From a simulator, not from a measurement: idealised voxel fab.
You're looking at the process module voxel trench capacitor.
Section shown: cut. Width: 220 nm. Cell size: 5 nm, square.
Cross-section layout: square cells on a grid; listed as bands, top to bottom; a band spans one or more cell rows.
A band entry consists of two parts. The first gives the height of the band's top and the height of its bottom, in nm. The rest lists the band's materials from left to right, each with its width in nm. A single material labelled with the word "full width" fills the band from edge to edge, and the word "air" marks empty space.
Heads up on the height convention: 0 is the point under which the incoming wafer is all one material, and the lowest band has no bottom, it just keeps going down, like "top 0, no bottom".
Top row gets the first number, bottom row gets the second, and each row in between changes by the same step: that is how a band width like "30->40" works.
The designation "all unchanged", where it is given for a processing step, indicates that no cell of the cross-section was altered in the course of that step.
Each empty space that has no open way to the top and spans at least 8 cells appears under "Voids, fully enclosed" as width x height at distance, the distance counted from the left edge, all in nm.
What comes after the settings on a step's line is commentary from the simulator itself on that step.
"overlay nm" answers the question of how far to the right of plan the mask lay on a step that has a mask, and when it is negative the answer is to the left.
Process steps foreseen in the plan
1. RECEIVE with material Si
2. CONFORMAL_DEP with material SiN, thk nm 5
3. DIRECTIONAL_DEP with material aC, thk nm 10
4. PATTERN with tone open, mask id TRENCH, material resist, width nm 15, pitch nm 40, thk nm 30, overlay nm 0
5. DIRECTIONAL_ETCH with etch materials aC, depth nm 10
6. STRIP with etch materials resist
7. DIRECTIONAL_ETCH with etch materials SiN, depth nm 5
8. DIRECTIONAL_ETCH with etch materials Si, depth nm 25
9. STRIP with etch materials aC
10. CONFORMAL_DEP with material SiO2, thk nm 5
11. FILL_DEP with material polySi, thk nm 5
12. CMP with height nm 5
As-received state of the wafer in cross-section, equivalent to post-step 1
> top 0, no bottom = Si full width
> Voids, fully enclosed: none
End-of-module XS, first of two wafers, run as planned
> top 5, bottom 0 = SiN: 60, then SiO2: 5, then polySi: 5, then SiO2: 5, then SiN: 25, then SiO2: 5, then polySi: 5, then SiO2: 5, then SiN: 25, then SiO2: 5, then polySi: 5, then SiO2: 5, then SiN: 65
> top 0, bottom -20 = Si: 60, then SiO2: 5, then polySi: 5, then SiO2: 5, then Si: 25, then SiO2: 5, then polySi: 5, then SiO2: 5, then Si: 25, then SiO2: 5, then polySi: 5, then SiO2: 5, then Si: 65
> top -20, bottom -25 = Si: 60, then SiO2: 15, then Si: 25, then SiO2: 15, then Si: 25, then SiO2: 15, then Si: 65
> top -25, no bottom = Si full width
> Voids, fully enclosed: none
This cross-section belongs to the second wafer of two at the end of the module; the start and the plan were shared with the first, and the run included one mistake
> top 5, bottom 0 = SiN: 65, then polySi: 5, then SiN: 35, then polySi: 5, then SiN: 35, then polySi: 5, then SiN: 70
> top 0, bottom -20 = Si: 60, then SiN: 5, then polySi: 5, then SiN: 5, then Si: 25, then SiN: 5, then polySi: 5, then SiN: 5, then Si: 25, then SiN: 5, then polySi: 5, then SiN: 5, then Si: 65
> top -20, bottom -25 = Si: 60, then SiN: 15, then Si: 25, then SiN: 15, then Si: 25, then SiN: 15, then Si: 65
> top -25, no bottom = Si full width
> Voids, fully enclosed: none
The mistake made against the process plan was this: the process deviated at step 10: the operation and settings actually run there were CONFORMAL_DEP with material SiN, thk nm 5
Final difference in cells, second wafer against first, listed per material as more or fewer: SiN: 39 more; SiO2: 39 fewer
